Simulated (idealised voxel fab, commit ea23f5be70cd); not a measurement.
The process module that follows is named voxel capacitor over wiring.
Square cell edge 5 nm, section width 290 nm, ID cut.
Cross-section = grid of square cells, listed top down in bands; band = one or more rows. It is stipulated that each band's entry specify, in nanometres, the height of the top of the band and then that of its bottom, followed by the materials of the band in left-to-right sequence, each together with its width in nanometres. A single material marked by the word "all across" is understood to fill the band from edge to edge; the word "blank" is understood to denote empty space. Zero point of the height axis is 0; under it, received wafer = one material. Lowest band: continues down indefinitely, "z 0 and below". Top row gets the first number, bottom row gets the second, and each row in between changes by the same step: that is how a band width like "30 to 40" works. Basically "everything unchanged" means that step didn't change any cell in the cross-section. Enclosed voids (no open way to top), threshold 8 cells or more, entry "Tabulated closed voids", notation width x height at distance, distance from left edge, nm. Whatever follows a step's settings on its line is a remark the simulator itself makes about that step. A step's line can hold "overlay nm"; with a mask on that step, the setting says how far right of the planned place the mask lay, while a negative setting says it lay to the left.

Planned step list for the process:
1: RECEIVE: material Si
2: CONFORMAL_DEP: material SiO2, thk nm 15
3: DIRECTIONAL_DEP: material TiN, thk nm 5
4: DIRECTIONAL_DEP: material Ru, thk nm 20
5: DIRECTIONAL_DEP: material aC, thk nm 15
6: PATTERN: tone cover, mask id METAL_1, material resist, width nm 30, pitch nm 95, thk nm 35, overlay nm 0
7: DIRECTIONAL_ETCH: etch materials aC, depth nm 15
8: STRIP: etch materials resist
9: DIRECTIONAL_ETCH: etch materials Ru, depth nm 20
10: DIRECTIONAL_ETCH: etch materials TiN, depth nm 5
11: STRIP: etch materials aC
12: FILL_DEP: material lowk, thk nm 5
13: CMP: height nm 40
14: CONFORMAL_DEP: material SiCN, thk nm 5
15: DIRECTIONAL_DEP: material SiO2, thk nm 15
16: DIRECTIONAL_DEP: material aC, thk nm 10
17: PATTERN: tone open, mask id PLUG_1, material resist, width nm 15, thk nm 25, overlay nm 0
18: DIRECTIONAL_ETCH: etch materials aC, depth nm 10
19: STRIP: etch materials resist
20: DIRECTIONAL_ETCH: etch materials SiO2, depth nm 15
21: DIRECTIONAL_ETCH: etch materials SiCN, depth nm 5
22: STRIP: etch materials aC
23: CONFORMAL_DEP: material TiN, thk nm 5
24: FILL_DEP: material Cu, thk nm 10
25: CMP: height nm 60
26: DIRECTIONAL_DEP: material TiN, thk nm 10
27: DIRECTIONAL_DEP: material Al2O3, thk nm 5
28: DIRECTIONAL_DEP: material TiN, thk nm 10
29: PATTERN: tone cover, mask id UPPER_PLATE, material resist, width nm 70, thk nm 15, overlay nm 0
30: DIRECTIONAL_ETCH: etch materials TiN, depth nm 10
31: DIRECTIONAL_ETCH: etch materials Al2O3, depth nm 5
32: STRIP: etch materials resist
33: MASKED_ETCH: tone cover, mask id LOWER_PLATE, width nm 80, etch materials TiN, depth nm 10, overlay nm 0
34: FILL_DEP: material SiO2, thk nm 20
35: CMP: height nm 100
36: MASKED_ETCH: tone open, mask id PLUG_2, width nm 15, etch materials SiO2, depth nm 15, overlay nm 0
37: CONFORMAL_DEP: material TiN, thk nm 5
38: FILL_DEP: material W, thk nm 10
39: CMP: height nm 100
40: CONFORMAL_DEP: material SiN, thk nm 5

Incoming wafer in cross-section (state: after step 1):
  z 0 and below = Si all across
  Tabulated closed voids: none

Wafer at module end, in section. Began as above, planned as above, run with one mistake:
  z 105 to 100 = SiN all across
  z 100 to 90 = SiO2=105 | TiN=5 | W=5 | TiN=5 | SiO2=170
  z 90 to 85 = SiO2=105 | TiN=15 | SiO2=170
  z 85 to 75 = SiO2=95 | TiN=70 | SiO2=125
  z 75 to 70 = SiO2=95 | Al2O3=70 | SiO2=125
  z 70 to 60 = SiO2=90 | TiN=80 | SiO2=120
  z 60 to 55 = SiCN=95 | TiN=15 | SiCN=180
  z 55 to 40 = SiO2 all across
  z 40 to 20 = lowk=80 | Ru=30 | lowk=65 | Ru=30 | lowk=85
  z 20 to 15 = lowk=80 | TiN=30 | lowk=65 | TiN=30 | lowk=85
  z 15 to 0 = SiO2 all across
  z 0 and below = Si all across
  Tabulated closed voids: none
So what did we get wrong on this run? the executed order of steps 14 and 15 is the reverse of that specified in the plan, each step having taken the other's position
